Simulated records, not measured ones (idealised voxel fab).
process module | voxel capacitor over wiring
cross-section cut | 250 nm wide | cells 5 nm
A cross-section is a grid of square cells, given in bands from the top down. A band is one or more rows of cells.
Each band's line starts with the height of the band's top and of its bottom, in nm. Then come its materials from left to right, each with its width in nm. One material with "throughout" fills the band from edge to edge. "air" is empty space.
Height 0 is the level under which the wafer as received is all one material. The lowest band goes on downwards, as in "0 down".
A width such as "30 to 40" changes by the same amount from each row of cells to the next, from the band's top row to its bottom row.
"no change" after a step means that no cell of the cross-section changed.
closed voids: empty space of 8 cells or more with no open way to the top, each as width x height at its distance from the left edge, in nm
after a step's settings: what the simulator itself notes on the step
overlay nm, on a step with a mask: how far to the right of its planned place the mask lay; to the left if negative
plan
1 op RECEIVE | material Si
2 op CONFORMAL_DEP | material SiO2 | thk nm 10
3 op DIRECTIONAL_DEP | material TiN | thk nm 5
4 op DIRECTIONAL_DEP | material W | thk nm 15
5 op DIRECTIONAL_DEP | material aC | thk nm 10
6 op PATTERN | tone cover | mask id METAL_1 | material resist | width nm 25 | pitch nm 90 | thk nm 25 | overlay nm 0
7 op DIRECTIONAL_ETCH | etch materials aC | depth nm 10
8 op STRIP | etch materials resist
9 op DIRECTIONAL_ETCH | etch materials W | depth nm 15
10 op DIRECTIONAL_ETCH | etch materials TiN | depth nm 5
11 op STRIP | etch materials aC
12 op CONFORMAL_DEP | material SiCN | thk nm 5
13 op FILL_DEP | material SiO2 | thk nm 5
14 op CMP | height nm 30
15 op CONFORMAL_DEP | material SiCN | thk nm 5
16 op DIRECTIONAL_DEP | material SiO2 | thk nm 15
17 op MASKED_ETCH | tone open | mask id PLUG_1 | width nm 15 | etch materials SiO2 | depth nm 15 | overlay nm 0
18 op MASKED_ETCH | tone open | mask id PLUG_1 | width nm 15 | etch materials SiCN | depth nm 5 | overlay nm 0
19 op EPI | material Ru | thk nm 10
20 op EPI | material Ru | thk nm 10
21 op DIRECTIONAL_DEP | material TiN | thk nm 10
22 op DIRECTIONAL_DEP | material SiN | thk nm 5
23 op DIRECTIONAL_DEP | material TiN | thk nm 10
24 op MASKED_ETCH | tone cover | mask id UPPER_PLATE | width nm 70 | etch materials TiN | depth nm 10 | overlay nm 0
25 op MASKED_ETCH | tone cover | mask id UPPER_PLATE | width nm 70 | etch materials SiN | depth nm 5 | overlay nm 0
26 op PATTERN | tone cover | mask id LOWER_PLATE | material resist | width nm 80 | thk nm 20 | overlay nm 0
27 op DIRECTIONAL_ETCH | etch materials TiN | depth nm 10
28 op STRIP | etch materials resist
29 op FILL_DEP | material SiO2 | thk nm 20
30 op CMP | height nm 90
31 op DIRECTIONAL_DEP | material aC | thk nm 15
32 op PATTERN | tone open | mask id PLUG_2 | material resist | width nm 15 | thk nm 30 | overlay nm 0
33 op DIRECTIONAL_ETCH | etch materials aC | depth nm 15
34 op STRIP | etch materials resist
35 op DIRECTIONAL_ETCH | etch materials SiO2 | depth nm 15
36 op STRIP | etch materials aC
37 op CONFORMAL_DEP | material TiN | thk nm 5
38 op FILL_DEP | material Ru | thk nm 5
39 op CMP | height nm 90
40 op CONFORMAL_DEP | material SiCN | thk nm 5
first wafer, as planned
as received, after step 1
  0 down: Si throughout
  closed voids: none
after step 2
  10 to 0: SiO2 throughout
  below 0: unchanged
after step 3
  15 to 10: TiN throughout
  below 10: unchanged
after step 4
  30 to 15: W throughout
  below 15: unchanged
after step 5
  40 to 30: aC throughout
  below 30: unchanged
after step 6
  65 to 40: air 65 | resist 25 | air 65 | resist 25 | air 70
  below 40: unchanged
after step 7
  55 to 40: air 65 | resist 25 | air 65 | resist 25 | air 70
  40 to 30: air 65 | aC 25 | air 65 | aC 25 | air 70
  below 30: unchanged
after step 8
  40 to 30: air 65 | aC 25 | air 65 | aC 25 | air 70
  below 30: unchanged
after step 9
  40 to 30: air 65 | aC 25 | air 65 | aC 25 | air 70
  30 to 15: air 65 | W 25 | air 65 | W 25 | air 70
  below 15: unchanged
after step 10
  40 to 30: air 65 | aC 25 | air 65 | aC 25 | air 70
  30 to 15: air 65 | W 25 | air 65 | W 25 | air 70
  15 to 10: air 65 | TiN 25 | air 65 | TiN 25 | air 70
  below 10: unchanged
after step 11
  30 to 15: air 65 | W 25 | air 65 | W 25 | air 70
  below 15: unchanged
after step 12
  35 to 30: air 60 | SiCN 35 | air 55 | SiCN 35 | air 65
  30 to 15: air 60 | SiCN 5 | W 25 | SiCN 5 | air 55 | SiCN 5 | W 25 | SiCN 5 | air 65
  15 to 10: SiCN 65 | TiN 25 | SiCN 65 | TiN 25 | SiCN 70
  below 10: unchanged
after step 13
  40 to 35: SiO2 throughout
  35 to 30: SiO2 60 | SiCN 35 | SiO2 55 | SiCN 35 | SiO2 65
  30 to 15: SiO2 60 | SiCN 5 | W 25 | SiCN 5 | SiO2 55 | SiCN 5 | W 25 | SiCN 5 | SiO2 65
  below 15: unchanged
after step 14
  30 to 15: SiO2 60 | SiCN 5 | W 25 | SiCN 5 | SiO2 55 | SiCN 5 | W 25 | SiCN 5 | SiO2 65
  below 15: unchanged
after step 15
  35 to 30: SiCN throughout
  below 30: unchanged
after step 16
  50 to 35: SiO2 throughout
  below 35: unchanged
after step 17
  50 to 35: SiO2 75 | air 15 | SiO2 160
  below 35: unchanged
after step 18
  50 to 35: SiO2 75 | air 15 | SiO2 160
  35 to 30: SiCN 75 | air 15 | SiCN 160
  below 30: unchanged
after step 19
  50 to 40: SiO2 75 | air 15 | SiO2 160
  40 to 35: SiO2 75 | Ru 15 | SiO2 160
  35 to 30: SiCN 75 | Ru 15 | SiCN 160
  below 30: unchanged
after step 20
  50 to 35: SiO2 75 | Ru 15 | SiO2 160
  below 35: unchanged
after step 21
  60 to 50: TiN throughout
  below 50: unchanged
after step 22
  65 to 60: SiN throughout
  below 60: unchanged
after step 23
  75 to 65: TiN throughout
  below 65: unchanged
after step 24
  75 to 65: air 75 | TiN 70 | air 105
  below 65: unchanged
after step 25
  75 to 65: air 75 | TiN 70 | air 105
  65 to 60: air 75 | SiN 70 | air 105
  below 60: unchanged
after step 26
  95 to 75: air 70 | resist 80 | air 100
  75 to 65: air 70 | resist 5 | TiN 70 | resist 5 | air 100
  65 to 60: air 70 | resist 5 | SiN 70 | resist 5 | air 100
  below 60: unchanged
after step 27
  95 to 75: air 70 | resist 80 | air 100
  75 to 65: air 70 | resist 5 | TiN 70 | resist 5 | air 100
  65 to 60: air 70 | resist 5 | SiN 70 | resist 5 | air 100
  60 to 50: air 70 | TiN 80 | air 100
  below 50: unchanged
after step 28
  75 to 65: air 75 | TiN 70 | air 105
  65 to 60: air 75 | SiN 70 | air 105
  below 60: unchanged
after step 29
  95 to 75: SiO2 throughout
  75 to 65: SiO2 75 | TiN 70 | SiO2 105
  65 to 60: SiO2 75 | SiN 70 | SiO2 105
  60 to 50: SiO2 70 | TiN 80 | SiO2 100
  below 50: unchanged
after step 30
  90 to 75: SiO2 throughout
  below 75: unchanged
after step 31
  105 to 90: aC throughout
  below 90: unchanged
after step 32
  135 to 105: resist 85 | air 15 | resist 150
  below 105: unchanged
after step 33
  120 to 105: resist 85 | air 15 | resist 150
  105 to 90: aC 85 | air 15 | aC 150
  below 90: unchanged
after step 34
  105 to 90: aC 85 | air 15 | aC 150
  below 90: unchanged
after step 35
  105 to 90: aC 85 | air 15 | aC 150
  90 to 75: SiO2 85 | air 15 | SiO2 150
  below 75: unchanged
after step 36
  90 to 75: SiO2 85 | air 15 | SiO2 150
  below 75: unchanged
after step 37
  95 to 90: TiN 90 | air 5 | TiN 155
  90 to 80: SiO2 85 | TiN 5 | air 5 | TiN 5 | SiO2 150
  80 to 75: SiO2 85 | TiN 15 | SiO2 150
  below 75: unchanged
after step 38
  100 to 95: Ru throughout
  95 to 90: TiN 90 | Ru 5 | TiN 155
  90 to 80: SiO2 85 | TiN 5 | Ru 5 | TiN 5 | SiO2 150
  below 80: unchanged
after step 39
  90 to 80: SiO2 85 | TiN 5 | Ru 5 | TiN 5 | SiO2 150
  below 80: unchanged
after step 40
  95 to 90: SiCN throughout
  below 90: unchanged
second wafer: like start, like plan, one mistake. Through step 15 it matches the first wafer
when step 16 should have ended
  50 to 35: Ru throughout
  below 35: unchanged
when step 17 should have ended: no change
when step 18 should have ended: no change
when step 19 should have ended
  60 to 35: Ru throughout
  below 35: unchanged
when step 20 should have ended
  70 to 35: Ru throughout
  below 35: unchanged
when step 21 should have ended
  80 to 70: TiN throughout
  below 70: unchanged
when step 22 should have ended
  85 to 80: SiN throughout
  below 80: unchanged
when step 23 should have ended
  95 to 85: TiN throughout
  below 85: unchanged
when step 24 should have ended
  95 to 85: air 75 | TiN 70 | air 105
  below 85: unchanged
when step 25 should have ended
  95 to 85: air 75 | TiN 70 | air 105
  85 to 80: air 75 | SiN 70 | air 105
  below 80: unchanged
when step 26 should have ended
  115 to 95: air 70 | resist 80 | air 100
  95 to 85: air 70 | resist 5 | TiN 70 | resist 5 | air 100
  85 to 80: air 70 | resist 5 | SiN 70 | resist 5 | air 100
  below 80: unchanged
when step 27 should have ended
  115 to 95: air 70 | resist 80 | air 100
  95 to 85: air 70 | resist 5 | TiN 70 | resist 5 | air 100
  85 to 80: air 70 | resist 5 | SiN 70 | resist 5 | air 100
  80 to 70: air 70 | TiN 80 | air 100
  below 70: unchanged
when step 28 should have ended
  95 to 85: air 75 | TiN 70 | air 105
  85 to 80: air 75 | SiN 70 | air 105
  below 80: unchanged
when step 29 should have ended
  115 to 95: SiO2 throughout
  95 to 85: SiO2 75 | TiN 70 | SiO2 105
  85 to 80: SiO2 75 | SiN 70 | SiO2 105
  80 to 70: SiO2 70 | TiN 80 | SiO2 100
  below 70: unchanged
when step 30 should have ended
  90 to 85: SiO2 75 | TiN 70 | SiO2 105
  below 85: unchanged
when step 31 should have ended
  105 to 90: aC throughout
  below 90: unchanged
when step 32 should have ended
  135 to 105: resist 85 | air 15 | resist 150
  below 105: unchanged
when step 33 should have ended
  120 to 105: resist 85 | air 15 | resist 150
  105 to 90: aC 85 | air 15 | aC 150
  below 90: unchanged
when step 34 should have ended
  105 to 90: aC 85 | air 15 | aC 150
  below 90: unchanged
when step 35 should have ended: no change
when step 36 should have ended
  90 to 85: SiO2 75 | TiN 70 | SiO2 105
  below 85: unchanged
when step 37 should have ended
  95 to 90: TiN throughout
  below 90: unchanged
when step 38 should have ended
  100 to 95: Ru throughout
  below 95: unchanged
when step 39 should have ended
  90 to 85: SiO2 75 | TiN 70 | SiO2 105
  below 85: unchanged
when step 40 should have ended
  95 to 90: SiCN throughout
  below 90: unchanged
what went wrong: step 16 ran as: op DIRECTIONAL_DEP | material Ru | thk nm 15
at the end the second wafer has, in cells: 336 more of Ru | 3 more of SiCN | 318 fewer of SiO2 | 21 fewer of TiN
